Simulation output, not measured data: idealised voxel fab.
process module | voxel lift off
cross-section cut | 250 nm wide | cells 5 nm
A cross-section is a grid of square cells, given in bands from the top down. A band is one or more rows of cells.
Each band's line starts with the height of the band's top and of its bottom, in nm. Then come its materials from left to right, each with its width in nm. One material with "throughout" fills the band from edge to edge. "air" is empty space.
Height 0 is the level under which the wafer as received is all one material. The lowest band goes on downwards, as in "0 down".
A width such as "30 to 40" changes by the same amount from each row of cells to the next, from the band's top row to its bottom row.
"no change" after a step means that no cell of the cross-section changed.
closed voids: empty space of 8 cells or more with no open way to the top, each as width x height at its distance from the left edge, in nm
after a step's settings: what the simulator itself notes on the step
overlay nm, on a step with a mask: how far to the right of its planned place the mask lay; to the left if negative
plan
1 op RECEIVE | material Si
2 op CONFORMAL_DEP | material SiO2 | thk nm 15
3 op PATTERN | tone open | mask id LINES | material resist | width nm 30 | pitch nm 55 | thk nm 30 | overlay nm 0
4 op DIRECTIONAL_DEP | material Ru | thk nm 15
5 op STRIP | etch materials resist
6 op CONFORMAL_DEP | material SiO2 | thk nm 10
first wafer, as planned
as received, after step 1
  0 down: Si throughout
  closed voids: none
after step 2
  15 to 0: SiO2 throughout
  below 0: unchanged
after step 3
  45 to 15: resist 80 | air 30 | resist 25 | air 30 | resist 85
  below 15: unchanged
after step 4
  60 to 45: Ru 80 | air 30 | Ru 25 | air 30 | Ru 85
  45 to 30: resist 80 | air 30 | resist 25 | air 30 | resist 85
  30 to 15: resist 80 | Ru 30 | resist 25 | Ru 30 | resist 85
  below 15: unchanged
after step 5
  30 to 15: air 80 | Ru 30 | air 25 | Ru 30 | air 85
  below 15: unchanged
after step 6
  40 to 30: air 70 | SiO2 50 | air 5 | SiO2 50 | air 75
  30 to 25: air 70 | SiO2 10 | Ru 30 | SiO2 10 | air 5 | SiO2 10 | Ru 30 | SiO2 10 | air 75
  25 to 15: SiO2 80 | Ru 30 | SiO2 25 | Ru 30 | SiO2 85
  below 15: unchanged
second wafer: like start, like plan, one mistake. Through step 2 it matches the first wafer
when step 3 should have ended
  45 to 15: resist 85 | air 25 | resist 30 | air 25 | resist 85
  below 15: unchanged
when step 4 should have ended
  60 to 45: Ru 85 | air 25 | Ru 30 | air 25 | Ru 85
  45 to 30: resist 85 | air 25 | resist 30 | air 25 | resist 85
  30 to 15: resist 85 | Ru 25 | resist 30 | Ru 25 | resist 85
  below 15: unchanged
when step 5 should have ended
  30 to 15: air 85 | Ru 25 | air 30 | Ru 25 | air 85
  below 15: unchanged
when step 6 should have ended
  40 to 30: air 75 | SiO2 45 | air 10 | SiO2 45 | air 75
  30 to 25: air 75 | SiO2 10 | Ru 25 | SiO2 10 | air 10 | SiO2 10 | Ru 25 | SiO2 10 | air 75
  25 to 15: SiO2 85 | Ru 25 | SiO2 30 | Ru 25 | SiO2 85
  below 15: unchanged
what went wrong: step 3 ran as: op PATTERN | tone open | mask id LINES | material resist | width nm 25 | pitch nm 55 | thk nm 30 | overlay nm 0
at the end the second wafer has, in cells: 6 fewer of Ru
